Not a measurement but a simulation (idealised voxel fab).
The following is a process module called voxel gate over fins.
Xsec cut, 175 nm wide, square cell size 5 nm.
When this document writes out a cross-section, it uses a grid of square cells and lists it as bands, beginning at the top and moving down, with a band standing for one or more rows of cells. Top height, bottom height, nm. Materials left to right, width each, nm. Single material + "all across" = fills band edge to edge. "air" = empty. Heights are measured from 0, the level below which the as-received wafer is all one material; the lowest band has no bottom and continues downward, written as in "top 0, no bottom". You'd read "30..40" like this: the band's top row of cells is as wide as the first number, its bottom row is as wide as the second, and going down, every row changes width by the same amount as the row before did. The designation "stayed the same", where it is given for a processing step, indicates that no cell of the cross-section was altered in the course of that step. Entry "Enclosed empty spaces" = empty spaces >= 8 cells with no open way to the top; each as width x height at distance, distance from left edge, all nm. Formally, on a step line, whatever follows the settings is a remark that the simulator itself makes on the step. Steps that use a mask can have "overlay nm" on their line. It says how far the mask sat to the right of where it was meant to be. Negative means to the left.
[So here's the lineup of process steps we planned]
1. RECEIVE with material Si
2. CONFORMAL_DEP with material SiN, thk nm 10
3. MASKED_ETCH with tone cover, mask id FINS, width nm 15, pitch nm 35, etch materials SiN, depth nm 10, overlay nm 0
4. MASKED_ETCH with tone cover, mask id FINS, width nm 15, pitch nm 35, etch materials Si, depth nm 40, overlay nm 0
5. FILL_DEP with material SiO2, thk nm 10
6. CMP with height nm 10
7. SELECTIVE_ETCH with etch materials SiO2, depth nm 20
8. STRIP with etch materials SiN
9. CONFORMAL_DEP with material HfO2, thk nm 5
10. CONFORMAL_DEP with material TiN, thk nm 5
11. CONFORMAL_DEP with material TiAl, thk nm 5
12. CONFORMAL_DEP with material TiN, thk nm 5
13. FILL_DEP with material W, thk nm 10
14. CMP with height nm 25
15. CONFORMAL_DEP with material SiN, thk nm 10
[Shown in cross-section is the wafer as received, that is, as it stands after step 1]
	top 0, no bottom = Si all across
	Enclosed empty spaces: none
[Run as planned - first of the two wafers cross-sectioned at the end of the module]
	top 35, bottom 25 = SiN all across
	top 25, bottom 20 = W all across
	top 20, bottom 15 = W (40) / TiN (90) / W (45)
	top 15, bottom 10 = W (40) / TiN (5) / TiAl (80) / TiN (5) / W (45)
	top 10, bottom 5 = TiN (45) / TiAl (5) / TiN (70) / TiAl (5) / TiN (50)
	top 5, bottom 0 = TiAl (50) / TiN (5) / HfO2 (25) / TiN (10) / HfO2 (25) / TiN (5) / TiAl (55)
	top 0, bottom -5 = TiN (55) / HfO2 (5) / Si (15) / HfO2 (5) / TiN (10) / HfO2 (5) / Si (15) / HfO2 (5) / TiN (60)
	top -5, bottom -10 = HfO2 (60) / Si (15) / HfO2 (20) / Si (15) / HfO2 (65)
	top -10, bottom -40 = SiO2 (60) / Si (15) / SiO2 (20) / Si (15) / SiO2 (65)
	top -40, no bottom = Si all across
	Enclosed empty spaces: none
[Cross-sectional image of the second wafer of the two following completion of the module. Starting state and process plan were the same as for the first wafer; one execution error occurred]
	top 35, bottom 25 = SiN all across
	top 25, bottom 20 = TiAl all across
	top 20, bottom 15 = TiN all across
	top 15, bottom 10 = HfO2 all across
	top 10, bottom 0 = TiN all across
	top 0, no bottom = Si all across
	Enclosed empty spaces: none
Error vs. plan: step 2 deviated from plan and actually ran as CONFORMAL_DEP with material TiN, thk nm 10
At the finish, the second wafer shows more or fewer cells for some materials than the first does: -8 HfO2 | +232 Si | -174 SiO2 | -4 TiAl | +23 TiN | -69 W
